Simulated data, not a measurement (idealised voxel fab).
Process module in this document: voxel transistor to metal
This is section cut - it's 140 nm across, gridded in 5 nm square cells.
If you're reading a cross-section in this doc, picture square cells in a grid; it comes to you as bands, top ones listed first down to the bottom, and a band can be one or more rows of cells.
It is stipulated that each band's entry specify, in nanometres, the height of the top of the band and then that of its bottom, followed by the materials of the band in left-to-right sequence, each together with its width in nanometres. A single material marked by the word "throughout" is understood to fill the band from edge to edge; the word "air" is understood to denote empty space.
Heights are reckoned from 0. Under this level, the received wafer is all of one material. The bottommost band is open-ended downward, for example "0 nm and below".
The expression "30 to 40" gives the width at the extremes of the band, the first number at its top row of cells and the second at its bottom row, with the width changing by equal amounts from each row to the next in between.
Where the words "no modification" appear for a step, the cross-section shows no cell changed by that step; every cell remained as before.
If an empty space has no open way to the top and is at least 8 cells in size, "Sealed internal cavities" lists it, written width x height at distance, where distance is measured from the left edge and every value is in nm.
Heads up: the bit after the settings on a step's line is the simulator's remark on that step.
Steps that use a mask can have "overlay nm" on their line. It says how far the mask sat to the right of where it was meant to be. Negative means to the left.
**The following list gives the planned process steps**
1,RECEIVE | material Si
2,CONFORMAL_DEP | material SiO2 | thk nm 5
3,CONFORMAL_DEP | material SiN | thk nm 10
4,MASKED_ETCH | tone cover | mask id ACTIVE | width nm 100 | etch materials SiN | depth nm 10 | overlay nm 0
5,MASKED_ETCH | tone cover | mask id ACTIVE | width nm 100 | etch materials SiO2 | depth nm 5 | overlay nm 0
6,MASKED_ETCH | tone cover | mask id ACTIVE | width nm 100 | etch materials Si | depth nm 35 | overlay nm 0
7,FILL_DEP | material SiO2 | thk nm 10
8,CMP | height nm 15
9,SELECTIVE_ETCH | etch materials SiO2 | depth nm 5
10,STRIP | etch materials SiN
11,SELECTIVE_ETCH | etch materials SiO2 | depth nm 5
12,OXIDIZE | depth nm 5
13,DIRECTIONAL_DEP | material polySi | thk nm 25
14,DIRECTIONAL_DEP | material SiCN | thk nm 10
15,MASKED_ETCH | tone cover | mask id GATE | width nm 30 | etch materials SiCN | depth nm 20 | overlay nm 0
16,MASKED_ETCH | tone cover | mask id GATE | width nm 30 | etch materials polySi | depth nm 35 | overlay nm 0
17,CONFORMAL_DEP | material SiN | thk nm 10
18,DIRECTIONAL_ETCH | etch materials SiN | depth nm 10
19,DIRECTIONAL_ETCH | etch materials SiO2 | depth nm 5
20,DIRECTIONAL_ETCH | etch materials Si | depth nm 15
21,EPI | material SiGe | thk nm 15
22,FILL_DEP | material SiO2 | thk nm 10
23,CMP | height nm 25
24,STRIP | etch materials polySi
25,SELECTIVE_ETCH | etch materials SiO2 | depth nm 5
26,CONFORMAL_DEP | material HfO2 | thk nm 5
27,CONFORMAL_DEP | material TiN | thk nm 5
28,FILL_DEP | material W | thk nm 10
29,CMP | height nm 20
30,DIRECTIONAL_DEP | material SiO2 | thk nm 10
31,MASKED_ETCH | tone open | mask id CONTACT | width nm 15 | pitch nm 75 | etch materials SiO2 | depth nm 20 | overlay nm 0
32,CONFORMAL_DEP | material TiN | thk nm 5
33,FILL_DEP | material W | thk nm 10
34,CMP | height nm 30
35,CONFORMAL_DEP | material SiN | thk nm 5
36,DIRECTIONAL_DEP | material lowk | thk nm 20
37,MASKED_ETCH | tone open | mask id METAL_1 | width nm 15 | pitch nm 75 | etch materials lowk | depth nm 20 | overlay nm 0
38,MASKED_ETCH | tone open | mask id METAL_1 | width nm 15 | pitch nm 75 | etch materials SiN | depth nm 5 | overlay nm 0
39,CONFORMAL_DEP | material TiN | thk nm 5
40,FILL_DEP | material Cu | thk nm 10
41,CMP | height nm 55
42,CONFORMAL_DEP | material SiN | thk nm 5
**The following pertains to the first of two wafers, which was processed as planned**
**Cross-sectional view of the wafer in its as-received condition, corresponding to the state after step 1**
- 0 nm and below: Si throughout
- Sealed internal cavities: none
**Sectional view: wafer, after step 2**
- 5 nm to 0 nm: SiO2 throughout
- At heights below 0, the structure remains unaltered.
**Sectional view: wafer, after step 3**
- 15 nm to 5 nm: SiN throughout
- At heights below 5, the structure remains unaltered.
**Sectional view: wafer, after step 4**
- 15 nm to 5 nm: air: 20  SiN: 100  air: 20
- At heights below 5, the structure remains unaltered.
**Sectional view: wafer, after step 5**
- 15 nm to 5 nm: air: 20  SiN: 100  air: 20
- 5 nm to 0 nm: air: 20  SiO2: 100  air: 20
- At heights below 0, the structure remains unaltered.
**Sectional view: wafer, after step 6**
- 15 nm to 5 nm: air: 20  SiN: 100  air: 20
- 5 nm to 0 nm: air: 20  SiO2: 100  air: 20
- 0 nm to -35 nm: air: 20  Si: 100  air: 20
- At heights below -35, the structure remains unaltered.
**Sectional view: wafer, after step 7**
- 25 nm to 15 nm: SiO2 throughout
- 15 nm to 5 nm: SiO2: 20  SiN: 100  SiO2: 20
- 5 nm to 0 nm: SiO2 throughout
- 0 nm to -35 nm: SiO2: 20  Si: 100  SiO2: 20
- At heights below -35, the structure remains unaltered.
**Sectional view: wafer, after step 8**
- 15 nm to 5 nm: SiO2: 20  SiN: 100  SiO2: 20
- At heights below 5, the structure remains unaltered.
**Sectional view: wafer, after step 9**
- 15 nm to 10 nm: air: 20  SiN: 100  air: 20
- At heights below 10, the structure remains unaltered.
**Sectional view: wafer, after step 10**
- 10 nm to 5 nm: SiO2: 20  air: 100  SiO2: 20
- At heights below 5, the structure remains unaltered.
**Sectional view: wafer, after step 11**
- 5 nm to 0 nm: SiO2: 15  air: 110  SiO2: 15
- At heights below 0, the structure remains unaltered.
**Sectional view: wafer, after step 12**
- 5 nm to 0 nm: SiO2: 15  air: 110  SiO2: 15
- 0 nm to -5 nm: SiO2 throughout
- At heights below -5, the structure remains unaltered.
**Sectional view: wafer, after step 13**
- 30 nm to 25 nm: polySi: 15  air: 110  polySi: 15
- 25 nm to 5 nm: polySi throughout
- 5 nm to 0 nm: SiO2: 15  polySi: 110  SiO2: 15
- At heights below 0, the structure remains unaltered.
**Sectional view: wafer, after step 14**
- 40 nm to 35 nm: SiCN: 15  air: 110  SiCN: 15
- 35 nm to 30 nm: SiCN throughout
- 30 nm to 25 nm: polySi: 15  SiCN: 110  polySi: 15
- At heights below 25, the structure remains unaltered.
**Sectional view: wafer, after step 15**
- 35 nm to 30 nm: air: 55  SiCN: 30  air: 55
- 30 nm to 25 nm: polySi: 15  air: 40  SiCN: 30  air: 40  polySi: 15
- At heights below 25, the structure remains unaltered.
**Sectional view: wafer, after step 16**
- 35 nm to 25 nm: air: 55  SiCN: 30  air: 55
- 25 nm to 5 nm: air: 55  polySi: 30  air: 55
- 5 nm to 0 nm: SiO2: 15  air: 40  polySi: 30  air: 40  SiO2: 15
- At heights below 0, the structure remains unaltered.
**Sectional view: wafer, after step 17**
- 45 nm to 35 nm: air: 45  SiN: 50  air: 45
- 35 nm to 25 nm: air: 45  SiN: 10  SiCN: 30  SiN: 10  air: 45
- 25 nm to 15 nm: air: 45  SiN: 10  polySi: 30  SiN: 10  air: 45
- 15 nm to 10 nm: SiN: 25  air: 20  SiN: 10  polySi: 30  SiN: 10  air: 20  SiN: 25
- 10 nm to 5 nm: SiN: 55  polySi: 30  SiN: 55
- 5 nm to 0 nm: SiO2: 15  SiN: 40  polySi: 30  SiN: 40  SiO2: 15
- At heights below 0, the structure remains unaltered.
**Sectional view: wafer, after step 18**
- 35 nm to 25 nm: air: 45  SiN: 10  SiCN: 30  SiN: 10  air: 45
- 25 nm to 5 nm: air: 45  SiN: 10  polySi: 30  SiN: 10  air: 45
- 5 nm to 0 nm: SiO2: 15  SiN: 10  air: 20  SiN: 10  polySi: 30  SiN: 10  air: 20  SiN: 10  SiO2: 15
- At heights below 0, the structure remains unaltered.
**Sectional view: wafer, after step 19**
- 35 nm to 25 nm: air: 45  SiN: 10  SiCN: 30  SiN: 10  air: 45
- 25 nm to 5 nm: air: 45  SiN: 10  polySi: 30  SiN: 10  air: 45
- 5 nm to 0 nm: air: 15  SiN: 10  air: 20  SiN: 10  polySi: 30  SiN: 10  air: 20  SiN: 10  air: 15
- 0 nm to -5 nm: SiO2: 25  air: 20  SiO2: 50  air: 20  SiO2: 25
- At heights below -5, the structure remains unaltered.
**Sectional view: wafer, after step 20**
- 35 nm to 25 nm: air: 45  SiN: 10  SiCN: 30  SiN: 10  air: 45
- 25 nm to 5 nm: air: 45  SiN: 10  polySi: 30  SiN: 10  air: 45
- 5 nm to 0 nm: air: 15  SiN: 10  air: 20  SiN: 10  polySi: 30  SiN: 10  air: 20  SiN: 10  air: 15
- 0 nm to -5 nm: SiO2: 25  air: 20  SiO2: 50  air: 20  SiO2: 25
- -5 nm to -20 nm: SiO2: 20  Si: 5  air: 20  Si: 50  air: 20  Si: 5  SiO2: 20
- At heights below -20, the structure remains unaltered.
**Sectional view: wafer, after step 21**
- 35 nm to 25 nm: air: 45  SiN: 10  SiCN: 30  SiN: 10  air: 45
- 25 nm to 10 nm: air: 45  SiN: 10  polySi: 30  SiN: 10  air: 45
- 10 nm to 5 nm: air: 20  SiGe: 25  SiN: 10  polySi: 30  SiN: 10  SiGe: 25  air: 20
- 5 nm to 0 nm: air: 15  SiN: 10  SiGe: 20  SiN: 10  polySi: 30  SiN: 10  SiGe: 20  SiN: 10  air: 15
- 0 nm to -5 nm: SiO2: 25  SiGe: 20  SiO2: 50  SiGe: 20  SiO2: 25
- -5 nm to -20 nm: SiO2: 20  Si: 5  SiGe: 20  Si: 50  SiGe: 20  Si: 5  SiO2: 20
- At heights below -20, the structure remains unaltered.
**Sectional view: wafer, after step 22**
- 45 nm to 35 nm: SiO2 throughout
- 35 nm to 25 nm: SiO2: 45  SiN: 10  SiCN: 30  SiN: 10  SiO2: 45
- 25 nm to 10 nm: SiO2: 45  SiN: 10  polySi: 30  SiN: 10  SiO2: 45
- 10 nm to 5 nm: SiO2: 20  SiGe: 25  SiN: 10  polySi: 30  SiN: 10  SiGe: 25  SiO2: 20
- 5 nm to 0 nm: SiO2: 15  SiN: 10  SiGe: 20  SiN: 10  polySi: 30  SiN: 10  SiGe: 20  SiN: 10  SiO2: 15
- At heights below 0, the structure remains unaltered.
**Sectional view: wafer, after step 23**
- 25 nm to 10 nm: SiO2: 45  SiN: 10  polySi: 30  SiN: 10  SiO2: 45
- At heights below 10, the structure remains unaltered.
**Sectional view: wafer, after step 24**
- 25 nm to 10 nm: SiO2: 45  SiN: 10  air: 30  SiN: 10  SiO2: 45
- 10 nm to 5 nm: SiO2: 20  SiGe: 25  SiN: 10  air: 30  SiN: 10  SiGe: 25  SiO2: 20
- 5 nm to 0 nm: SiO2: 15  SiN: 10  SiGe: 20  SiN: 10  air: 30  SiN: 10  SiGe: 20  SiN: 10  SiO2: 15
- At heights below 0, the structure remains unaltered.
**Sectional view: wafer, after step 25**
- 25 nm to 20 nm: air: 45  SiN: 10  air: 30  SiN: 10  air: 45
- 20 nm to 10 nm: SiO2: 45  SiN: 10  air: 30  SiN: 10  SiO2: 45
- 10 nm to 5 nm: SiO2: 20  SiGe: 25  SiN: 10  air: 30  SiN: 10  SiGe: 25  SiO2: 20
- 5 nm to 0 nm: SiO2: 15  SiN: 10  SiGe: 20  SiN: 10  air: 30  SiN: 10  SiGe: 20  SiN: 10  SiO2: 15
- 0 nm to -5 nm: SiO2: 25  SiGe: 20  SiO2: 5  air: 40  SiO2: 5  SiGe: 20  SiO2: 25
- At heights below -5, the structure remains unaltered.
**Sectional view: wafer, after step 26**
- 30 nm to 25 nm: air: 40  HfO2: 20  air: 20  HfO2: 20  air: 40
- 25 nm to 20 nm: HfO2: 45  SiN: 10  HfO2: 5  air: 20  HfO2: 5  SiN: 10  HfO2: 45
- 20 nm to 10 nm: SiO2: 45  SiN: 10  HfO2: 5  air: 20  HfO2: 5  SiN: 10  SiO2: 45
- 10 nm to 5 nm: SiO2: 20  SiGe: 25  SiN: 10  HfO2: 5  air: 20  HfO2: 5  SiN: 10  SiGe: 25  SiO2: 20
- 5 nm to 0 nm: SiO2: 15  SiN: 10  SiGe: 20  SiN: 10  HfO2: 5  air: 20  HfO2: 5  SiN: 10  SiGe: 20  SiN: 10  SiO2: 15
- 0 nm to -5 nm: SiO2: 25  SiGe: 20  SiO2: 5  HfO2: 40  SiO2: 5  SiGe: 20  SiO2: 25
- At heights below -5, the structure remains unaltered.
**Sectional view: wafer, after step 27**
- 35 nm to 30 nm: air: 35  TiN: 30  air: 10  TiN: 30  air: 35
- 30 nm to 25 nm: TiN: 40  HfO2: 20  TiN: 5  air: 10  TiN: 5  HfO2: 20  TiN: 40
- 25 nm to 20 nm: HfO2: 45  SiN: 10  HfO2: 5  TiN: 5  air: 10  TiN: 5  HfO2: 5  SiN: 10  HfO2: 45
- 20 nm to 10 nm: SiO2: 45  SiN: 10  HfO2: 5  TiN: 5  air: 10  TiN: 5  HfO2: 5  SiN: 10  SiO2: 45
- 10 nm to 5 nm: SiO2: 20  SiGe: 25  SiN: 10  HfO2: 5  TiN: 5  air: 10  TiN: 5  HfO2: 5  SiN: 10  SiGe: 25  SiO2: 20
- 5 nm to 0 nm: SiO2: 15  SiN: 10  SiGe: 20  SiN: 10  HfO2: 5  TiN: 20  HfO2: 5  SiN: 10  SiGe: 20  SiN: 10  SiO2: 15
- At heights below 0, the structure remains unaltered.
**Sectional view: wafer, after step 28**
- 45 nm to 35 nm: W throughout
- 35 nm to 30 nm: W: 35  TiN: 30  W: 10  TiN: 30  W: 35
- 30 nm to 25 nm: TiN: 40  HfO2: 20  TiN: 5  W: 10  TiN: 5  HfO2: 20  TiN: 40
- 25 nm to 20 nm: HfO2: 45  SiN: 10  HfO2: 5  TiN: 5  W: 10  TiN: 5  HfO2: 5  SiN: 10  HfO2: 45
- 20 nm to 10 nm: SiO2: 45  SiN: 10  HfO2: 5  TiN: 5  W: 10  TiN: 5  HfO2: 5  SiN: 10  SiO2: 45
- 10 nm to 5 nm: SiO2: 20  SiGe: 25  SiN: 10  HfO2: 5  TiN: 5  W: 10  TiN: 5  HfO2: 5  SiN: 10  SiGe: 25  SiO2: 20
- At heights below 5, the structure remains unaltered.
**Sectional view: wafer, after step 29**
- 20 nm to 10 nm: SiO2: 45  SiN: 10  HfO2: 5  TiN: 5  W: 10  TiN: 5  HfO2: 5  SiN: 10  SiO2: 45
- At heights below 10, the structure remains unaltered.
**Sectional view: wafer, after step 30**
- 30 nm to 20 nm: SiO2 throughout
- At heights below 20, the structure remains unaltered.
**Sectional view: wafer, after step 31**
- 30 nm to 20 nm: SiO2: 25  air: 15  SiO2: 60  air: 15  SiO2: 25
- 20 nm to 10 nm: SiO2: 25  air: 15  SiO2: 5  SiN: 10  HfO2: 5  TiN: 5  W: 10  TiN: 5  HfO2: 5  SiN: 10  SiO2: 5  air: 15  SiO2: 25
- At heights below 10, the structure remains unaltered.
**Sectional view: wafer, after step 32**
- 35 nm to 30 nm: TiN: 30  air: 5  TiN: 70  air: 5  TiN: 30
- 30 nm to 20 nm: SiO2: 25  TiN: 5  air: 5  TiN: 5  SiO2: 60  TiN: 5  air: 5  TiN: 5  SiO2: 25
- 20 nm to 15 nm: SiO2: 25  TiN: 5  air: 5  TiN: 5  SiO2: 5  SiN: 10  HfO2: 5  TiN: 5  W: 10  TiN: 5  HfO2: 5  SiN: 10  SiO2: 5  TiN: 5  air: 5  TiN: 5  SiO2: 25
- 15 nm to 10 nm: SiO2: 25  TiN: 15  SiO2: 5  SiN: 10  HfO2: 5  TiN: 5  W: 10  TiN: 5  HfO2: 5  SiN: 10  SiO2: 5  TiN: 15  SiO2: 25
- At heights below 10, the structure remains unaltered.
**Sectional view: wafer, after step 33**
- 45 nm to 35 nm: W throughout
- 35 nm to 30 nm: TiN: 30  W: 5  TiN: 70  W: 5  TiN: 30
- 30 nm to 20 nm: SiO2: 25  TiN: 5  W: 5  TiN: 5  SiO2: 60  TiN: 5  W: 5  TiN: 5  SiO2: 25
- 20 nm to 15 nm: SiO2: 25  TiN: 5  W: 5  TiN: 5  SiO2: 5  SiN: 10  HfO2: 5  TiN: 5  W: 10  TiN: 5  HfO2: 5  SiN: 10  SiO2: 5  TiN: 5  W: 5  TiN: 5  SiO2: 25
- At heights below 15, the structure remains unaltered.
**Sectional view: wafer, after step 34**
- 30 nm to 20 nm: SiO2: 25  TiN: 5  W: 5  TiN: 5  SiO2: 60  TiN: 5  W: 5  TiN: 5  SiO2: 25
- At heights below 20, the structure remains unaltered.
**Sectional view: wafer, after step 35**
- 35 nm to 30 nm: SiN throughout
- At heights below 30, the structure remains unaltered.
**Sectional view: wafer, after step 36**
- 55 nm to 35 nm: lowk throughout
- At heights below 35, the structure remains unaltered.
**Sectional view: wafer, after step 37**
- 55 nm to 35 nm: lowk: 25  air: 15  lowk: 60  air: 15  lowk: 25
- At heights below 35, the structure remains unaltered.
**Sectional view: wafer, after step 38**
- 55 nm to 35 nm: lowk: 25  air: 15  lowk: 60  air: 15  lowk: 25
- 35 nm to 30 nm: SiN: 25  air: 15  SiN: 60  air: 15  SiN: 25
- At heights below 30, the structure remains unaltered.
**Sectional view: wafer, after step 39**
- 60 nm to 55 nm: TiN: 30  air: 5  TiN: 70  air: 5  TiN: 30
- 55 nm to 35 nm: lowk: 25  TiN: 5  air: 5  TiN: 5  lowk: 60  TiN: 5  air: 5  TiN: 5  lowk: 25
- 35 nm to 30 nm: SiN: 25  TiN: 15  SiN: 60  TiN: 15  SiN: 25
- At heights below 30, the structure remains unaltered.
**Sectional view: wafer, after step 40**
- 70 nm to 60 nm: Cu throughout
- 60 nm to 55 nm: TiN: 30  Cu: 5  TiN: 70  Cu: 5  TiN: 30
- 55 nm to 35 nm: lowk: 25  TiN: 5  Cu: 5  TiN: 5  lowk: 60  TiN: 5  Cu: 5  TiN: 5  lowk: 25
- At heights below 35, the structure remains unaltered.
**Sectional view: wafer, after step 41**
- 55 nm to 35 nm: lowk: 25  TiN: 5  Cu: 5  TiN: 5  lowk: 60  TiN: 5  Cu: 5  TiN: 5  lowk: 25
- At heights below 35, the structure remains unaltered.
**Sectional view: wafer, after step 42**
- 60 nm to 55 nm: SiN throughout
- At heights below 55, the structure remains unaltered.
**Here the second wafer is described. Its start and its plan were those of the first wafer. Its run contained one mistake. Up to and including step 20, it did exactly what the first wafer did**
**Cross-section of the second wafer corresponding to the planned conclusion of step 21**
- 35 nm to 25 nm: air: 45  SiN: 10  SiCN: 30  SiN: 10  air: 45
- 25 nm to 5 nm: air: 5  SiGe: 40  SiN: 10  polySi: 30  SiN: 10  SiGe: 40  air: 5
- 5 nm to 0 nm: air: 5  SiGe: 10  SiN: 10  SiGe: 20  SiN: 10  polySi: 30  SiN: 10  SiGe: 20  SiN: 10  SiGe: 10  air: 5
- 0 nm to -5 nm: SiO2: 25  SiGe: 20  SiO2: 50  SiGe: 20  SiO2: 25
- -5 nm to -20 nm: SiO2: 20  Si: 5  SiGe: 20  Si: 50  SiGe: 20  Si: 5  SiO2: 20
- At heights below -20, the structure remains unaltered.
**Cross-section of the second wafer corresponding to the planned conclusion of step 22**
- 45 nm to 35 nm: SiO2 throughout
- 35 nm to 25 nm: SiO2: 45  SiN: 10  SiCN: 30  SiN: 10  SiO2: 45
- 25 nm to 5 nm: SiO2: 5  SiGe: 40  SiN: 10  polySi: 30  SiN: 10  SiGe: 40  SiO2: 5
- 5 nm to 0 nm: SiO2: 5  SiGe: 10  SiN: 10  SiGe: 20  SiN: 10  polySi: 30  SiN: 10  SiGe: 20  SiN: 10  SiGe: 10  SiO2: 5
- At heights below 0, the structure remains unaltered.
**Cross-section of the second wafer corresponding to the planned conclusion of step 23**
- 25 nm to 5 nm: SiO2: 5  SiGe: 40  SiN: 10  polySi: 30  SiN: 10  SiGe: 40  SiO2: 5
- At heights below 5, the structure remains unaltered.
**Cross-section of the second wafer corresponding to the planned conclusion of step 24**
- 25 nm to 5 nm: SiO2: 5  SiGe: 40  SiN: 10  air: 30  SiN: 10  SiGe: 40  SiO2: 5
- 5 nm to 0 nm: SiO2: 5  SiGe: 10  SiN: 10  SiGe: 20  SiN: 10  air: 30  SiN: 10  SiGe: 20  SiN: 10  SiGe: 10  SiO2: 5
- At heights below 0, the structure remains unaltered.
**Cross-section of the second wafer corresponding to the planned conclusion of step 25**
- 25 nm to 20 nm: air: 5  SiGe: 40  SiN: 10  air: 30  SiN: 10  SiGe: 40  air: 5
- 20 nm to 5 nm: SiO2: 5  SiGe: 40  SiN: 10  air: 30  SiN: 10  SiGe: 40  SiO2: 5
- 5 nm to 0 nm: SiO2: 5  SiGe: 10  SiN: 10  SiGe: 20  SiN: 10  air: 30  SiN: 10  SiGe: 20  SiN: 10  SiGe: 10  SiO2: 5
- 0 nm to -5 nm: SiO2: 25  SiGe: 20  SiO2: 5  air: 40  SiO2: 5  SiGe: 20  SiO2: 25
- At heights below -5, the structure remains unaltered.
**Cross-section of the second wafer corresponding to the planned conclusion of step 26**
- 30 nm to 25 nm: HfO2: 60  air: 20  HfO2: 60
- 25 nm to 20 nm: HfO2: 5  SiGe: 40  SiN: 10  HfO2: 5  air: 20  HfO2: 5  SiN: 10  SiGe: 40  HfO2: 5
- 20 nm to 5 nm: SiO2: 5  SiGe: 40  SiN: 10  HfO2: 5  air: 20  HfO2: 5  SiN: 10  SiGe: 40  SiO2: 5
- 5 nm to 0 nm: SiO2: 5  SiGe: 10  SiN: 10  SiGe: 20  SiN: 10  HfO2: 5  air: 20  HfO2: 5  SiN: 10  SiGe: 20  SiN: 10  SiGe: 10  SiO2: 5
- 0 nm to -5 nm: SiO2: 25  SiGe: 20  SiO2: 5  HfO2: 40  SiO2: 5  SiGe: 20  SiO2: 25
- At heights below -5, the structure remains unaltered.
**Cross-section of the second wafer corresponding to the planned conclusion of step 27**
- 35 nm to 30 nm: TiN: 65  air: 10  TiN: 65
- 30 nm to 25 nm: HfO2: 60  TiN: 5  air: 10  TiN: 5  HfO2: 60
- 25 nm to 20 nm: HfO2: 5  SiGe: 40  SiN: 10  HfO2: 5  TiN: 5  air: 10  TiN: 5  HfO2: 5  SiN: 10  SiGe: 40  HfO2: 5
- 20 nm to 5 nm: SiO2: 5  SiGe: 40  SiN: 10  HfO2: 5  TiN: 5  air: 10  TiN: 5  HfO2: 5  SiN: 10  SiGe: 40  SiO2: 5
- 5 nm to 0 nm: SiO2: 5  SiGe: 10  SiN: 10  SiGe: 20  SiN: 10  HfO2: 5  TiN: 20  HfO2: 5  SiN: 10  SiGe: 20  SiN: 10  SiGe: 10  SiO2: 5
- At heights below 0, the structure remains unaltered.
**Cross-section of the second wafer corresponding to the planned conclusion of step 28**
- 45 nm to 35 nm: W throughout
- 35 nm to 30 nm: TiN: 65  W: 10  TiN: 65
- 30 nm to 25 nm: HfO2: 60  TiN: 5  W: 10  TiN: 5  HfO2: 60
- 25 nm to 20 nm: HfO2: 5  SiGe: 40  SiN: 10  HfO2: 5  TiN: 5  W: 10  TiN: 5  HfO2: 5  SiN: 10  SiGe: 40  HfO2: 5
- 20 nm to 5 nm: SiO2: 5  SiGe: 40  SiN: 10  HfO2: 5  TiN: 5  W: 10  TiN: 5  HfO2: 5  SiN: 10  SiGe: 40  SiO2: 5
- At heights below 5, the structure remains unaltered.
**Cross-section of the second wafer corresponding to the planned conclusion of step 29**
- 20 nm to 5 nm: SiO2: 5  SiGe: 40  SiN: 10  HfO2: 5  TiN: 5  W: 10  TiN: 5  HfO2: 5  SiN: 10  SiGe: 40  SiO2: 5
- At heights below 5, the structure remains unaltered.
**Cross-section of the second wafer corresponding to the planned conclusion of step 30**
- 30 nm to 20 nm: SiO2 throughout
- At heights below 20, the structure remains unaltered.
**Cross-section of the second wafer corresponding to the planned conclusion of step 31**
- 30 nm to 20 nm: SiO2: 25  air: 15  SiO2: 60  air: 15  SiO2: 25
- At heights below 20, the structure remains unaltered.
**Cross-section of the second wafer corresponding to the planned conclusion of step 32**
- 35 nm to 30 nm: TiN: 30  air: 5  TiN: 70  air: 5  TiN: 30
- 30 nm to 25 nm: SiO2: 25  TiN: 5  air: 5  TiN: 5  SiO2: 60  TiN: 5  air: 5  TiN: 5  SiO2: 25
- 25 nm to 20 nm: SiO2: 25  TiN: 15  SiO2: 60  TiN: 15  SiO2: 25
- At heights below 20, the structure remains unaltered.
**Cross-section of the second wafer corresponding to the planned conclusion of step 33**
- 45 nm to 35 nm: W throughout
- 35 nm to 30 nm: TiN: 30  W: 5  TiN: 70  W: 5  TiN: 30
- 30 nm to 25 nm: SiO2: 25  TiN: 5  W: 5  TiN: 5  SiO2: 60  TiN: 5  W: 5  TiN: 5  SiO2: 25
- At heights below 25, the structure remains unaltered.
**Cross-section of the second wafer corresponding to the planned conclusion of step 34**
- 30 nm to 25 nm: SiO2: 25  TiN: 5  W: 5  TiN: 5  SiO2: 60  TiN: 5  W: 5  TiN: 5  SiO2: 25
- At heights below 25, the structure remains unaltered.
**Cross-section of the second wafer corresponding to the planned conclusion of step 35**
- 35 nm to 30 nm: SiN throughout
- At heights below 30, the structure remains unaltered.
**Cross-section of the second wafer corresponding to the planned conclusion of step 36**
- 55 nm to 35 nm: lowk throughout
- At heights below 35, the structure remains unaltered.
**Cross-section of the second wafer corresponding to the planned conclusion of step 37**
- 55 nm to 35 nm: lowk: 25  air: 15  lowk: 60  air: 15  lowk: 25
- At heights below 35, the structure remains unaltered.
**Cross-section of the second wafer corresponding to the planned conclusion of step 38**
- 55 nm to 35 nm: lowk: 25  air: 15  lowk: 60  air: 15  lowk: 25
- 35 nm to 30 nm: SiN: 25  air: 15  SiN: 60  air: 15  SiN: 25
- At heights below 30, the structure remains unaltered.
**Cross-section of the second wafer corresponding to the planned conclusion of step 39**
- 60 nm to 55 nm: TiN: 30  air: 5  TiN: 70  air: 5  TiN: 30
- 55 nm to 35 nm: lowk: 25  TiN: 5  air: 5  TiN: 5  lowk: 60  TiN: 5  air: 5  TiN: 5  lowk: 25
- 35 nm to 30 nm: SiN: 25  TiN: 15  SiN: 60  TiN: 15  SiN: 25
- At heights below 30, the structure remains unaltered.
**Cross-section of the second wafer corresponding to the planned conclusion of step 40**
- 70 nm to 60 nm: Cu throughout
- 60 nm to 55 nm: TiN: 30  Cu: 5  TiN: 70  Cu: 5  TiN: 30
- 55 nm to 35 nm: lowk: 25  TiN: 5  Cu: 5  TiN: 5  lowk: 60  TiN: 5  Cu: 5  TiN: 5  lowk: 25
- At heights below 35, the structure remains unaltered.
**Cross-section of the second wafer corresponding to the planned conclusion of step 41**
- 55 nm to 35 nm: lowk: 25  TiN: 5  Cu: 5  TiN: 5  lowk: 60  TiN: 5  Cu: 5  TiN: 5  lowk: 25
- At heights below 35, the structure remains unaltered.
**Cross-section of the second wafer corresponding to the planned conclusion of step 42**
- 60 nm to 55 nm: SiN throughout
- At heights below 55, the structure remains unaltered.
Run error: yeah, plan step 21 got run twice
End check, counted in cells, second wafer has more or fewer of these materials than the first: SiGe +42; SiO2 -30; TiN -8; W -4
